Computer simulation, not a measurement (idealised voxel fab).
Presented below is a process module, voxel gate over fins.
The cross-section shown here is cut; it is 230 nm wide and divided into square cells measuring 5 nm on a side.
When this document writes out a cross-section, it uses a grid of square cells and lists it as bands, beginning at the top and moving down, with a band standing for one or more rows of cells.
Basically the band line says how high the top is and how high the bottom is, in nm, and then what's in it from left to right, every material with its width in nm. Empty space shows up as "blank", and if a single material carries "everywhere" it runs the full band edge to edge.
Basically, 0 is our baseline, since under it the wafer straight out of the box is all one material. The bottom band has no lower end and keeps on going down, so it looks like "from 0 down".
Top row gets the first number, bottom row gets the second, and each row in between changes by the same step: that is how a band width like "30 to 40" works.
"no alterations made" means the step left every cell of the cross-section as it was.
Heads up: "Enclosed void listing" only lists the empty pockets with no open path to the top that are 8 cells or more, and it writes them as width x height at distance, distance from the left edge, in nm.
If you see something after the settings on a step's line, that's the simulator's own remark about that step.
overlay nm: for a step with a mask, the amount by which the mask lay right of where it was planned; a negative amount means left of it.

The process steps that were planned are listed below
- 1: RECEIVE, material Si
- 2: CONFORMAL_DEP, material SiN, thk nm 5
- 3: PATTERN, tone cover, mask id FINS, material resist, width nm 15, pitch nm 60, thk nm 20, overlay nm 0
- 4: DIRECTIONAL_ETCH, etch materials SiN, depth nm 5
- 5: DIRECTIONAL_ETCH, etch materials Si, depth nm 35
- 6: STRIP, etch materials resist
- 7: OXIDIZE, depth nm 5
- 8: FILL_DEP, material SiO2, thk nm 15
- 9: CMP, height nm 5
- 10: PATTERN, tone open, mask id RAIL, material resist, width nm 15, thk nm 20, overlay nm 0
- 11: DIRECTIONAL_ETCH, etch materials SiO2, depth nm 35
- 12: STRIP, etch materials resist
- 13: CONFORMAL_DEP, material TiN, thk nm 5
- 14: FILL_DEP, material Ru, thk nm 10
- 15: CMP, height nm 5
- 16: SELECTIVE_ETCH, etch materials W Ru TiN, depth nm 30
- 17: FILL_DEP, material SiO2, thk nm 5
- 18: CMP, height nm 5
- 19: SELECTIVE_ETCH, etch materials SiO2, depth nm 20
- 20: STRIP, etch materials SiN
- 21: CONFORMAL_DEP, material HfO2, thk nm 5
- 22: CONFORMAL_DEP, material TiN, thk nm 5
- 23: CONFORMAL_DEP, material TiAl, thk nm 5
- 24: CONFORMAL_DEP, material TiN, thk nm 5
- 25: FILL_DEP, material W, thk nm 15
- 26: CMP, height nm 30
- 27: CONFORMAL_DEP, material SiN, thk nm 10

Received-state cross-section, reflecting completion of step 1
	from 0 down = Si everywhere
	Enclosed void listing: none

Same starting wafer, same plan as above, one mistake in the execution; this is the cross-section at the end of the module
	from 40 to 30 = SiN everywhere
	from 30 to 20 = W everywhere
	from 20 to 15 = W 60, then TiN 45, then W 15, then TiN 45, then W 65
	from 15 to 10 = W 60, then TiN 5, then TiAl 35, then TiN 5, then W 15, then TiN 5, then TiAl 35, then TiN 5, then W 65
	from 10 to 5 = W 60, then TiN 5, then TiAl 5, then TiN 25, then TiAl 5, then TiN 25, then TiAl 5, then TiN 25, then TiAl 5, then TiN 5, then W 65
	from 5 to 0 = TiN 65, then TiAl 5, then TiN 5, then HfO2 15, then TiN 5, then TiAl 35, then TiN 5, then HfO2 15, then TiN 5, then TiAl 5, then TiN 70
	from 0 to -5 = TiAl 70, then TiN 5, then HfO2 5, then Si 5, then HfO2 5, then TiN 45, then HfO2 5, then Si 5, then HfO2 5, then TiN 5, then TiAl 75
	from -5 to -10 = TiN 75, then HfO2 5, then Si 5, then HfO2 5, then TiN 10, then HfO2 25, then TiN 10, then HfO2 5, then Si 5, then HfO2 5, then TiN 80
	from -10 to -15 = HfO2 80, then Si 5, then HfO2 20, then TiN 5, then Ru 5, then TiN 5, then HfO2 20, then Si 5, then HfO2 85
	from -15 to -25 = SiO2 80, then Si 5, then SiO2 20, then TiN 5, then Ru 5, then TiN 5, then SiO2 20, then Si 5, then SiO2 85
	from -25 to -30 = SiO2 80, then Si 5, then SiO2 20, then TiN 15, then SiO2 20, then Si 5, then SiO2 85
	from -30 to -40 = SiO2 80, then Si 5, then SiO2 55, then Si 5, then SiO2 85
	from -40 down = Si everywhere
	Enclosed void listing: none
Processing error: the plan's step 15 went unexecuted, having been skipped
